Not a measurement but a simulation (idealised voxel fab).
process module | voxel trench capacitor
cross-section cut | 240 nm wide | cells 5 nm
A cross-section is a grid of square cells, given in bands from the top down. A band is one or more rows of cells.
Each band's line starts with the height of the band's top and of its bottom, in nm. Then come its materials from left to right, each with its width in nm. One material with "throughout" fills the band from edge to edge. "air" is empty space.
Height 0 is the level under which the wafer as received is all one material. The lowest band goes on downwards, as in "0 down".
A width such as "30 to 40" changes by the same amount from each row of cells to the next, from the band's top row to its bottom row.
"no change" after a step means that no cell of the cross-section changed.
closed voids: empty space of 8 cells or more with no open way to the top, each as width x height at its distance from the left edge, in nm
after a step's settings: what the simulator itself notes on the step
overlay nm, on a step with a mask: how far to the right of its planned place the mask lay; to the left if negative
plan
1 op RECEIVE | material Si
2 op CONFORMAL_DEP | material SiN | thk nm 10
3 op MASKED_ETCH | tone open | mask id TRENCH | width nm 25 | pitch nm 40 | etch materials SiN | depth nm 10 | overlay nm 0
4 op MASKED_ETCH | tone open | mask id TRENCH | width nm 25 | pitch nm 40 | etch materials Si | depth nm 40 | overlay nm 0
5 op CONFORMAL_DEP | material Al2O3 | thk nm 5
6 op FILL_DEP | material polySi | thk nm 10
7 op CMP | height nm 10
as received, after step 1
  0 down: Si throughout
  closed voids: none
first wafer at the end, as planned
  10 to 0: SiN 45 | Al2O3 5 | polySi 15 | Al2O3 5 | SiN 15 | Al2O3 5 | polySi 15 | Al2O3 5 | SiN 15 | Al2O3 5 | polySi 15 | Al2O3 5 | SiN 15 | Al2O3 5 | polySi 15 | Al2O3 5 | SiN 50
  0 to -35: Si 45 | Al2O3 5 | polySi 15 | Al2O3 5 | Si 15 | Al2O3 5 | polySi 15 | Al2O3 5 | Si 15 | Al2O3 5 | polySi 15 | Al2O3 5 | Si 15 | Al2O3 5 | polySi 15 | Al2O3 5 | Si 50
  -35 to -40: Si 45 | Al2O3 25 | Si 15 | Al2O3 25 | Si 15 | Al2O3 25 | Si 15 | Al2O3 25 | Si 50
  -40 down: Si throughout
  closed voids: none
second wafer at the end: like start, like plan, one mistake
  10 to 5: polySi throughout
  5 to 0: Al2O3 50 | polySi 15 | Al2O3 25 | polySi 15 | Al2O3 25 | polySi 15 | Al2O3 25 | polySi 15 | Al2O3 55
  0 to -35: Si 45 | Al2O3 5 | polySi 15 | Al2O3 5 | Si 15 | Al2O3 5 | polySi 15 | Al2O3 5 | Si 15 | Al2O3 5 | polySi 15 | Al2O3 5 | Si 15 | Al2O3 5 | polySi 15 | Al2O3 5 | Si 50
  -35 to -40: Si 45 | Al2O3 25 | Si 15 | Al2O3 25 | Si 15 | Al2O3 25 | Si 15 | Al2O3 25 | Si 50
  -40 down: Si throughout
  closed voids: none
what went wrong: step 2 was left out
at the end the second wafer has, in cells: 20 more of Al2O3 | 56 fewer of SiN | 36 more of polySi
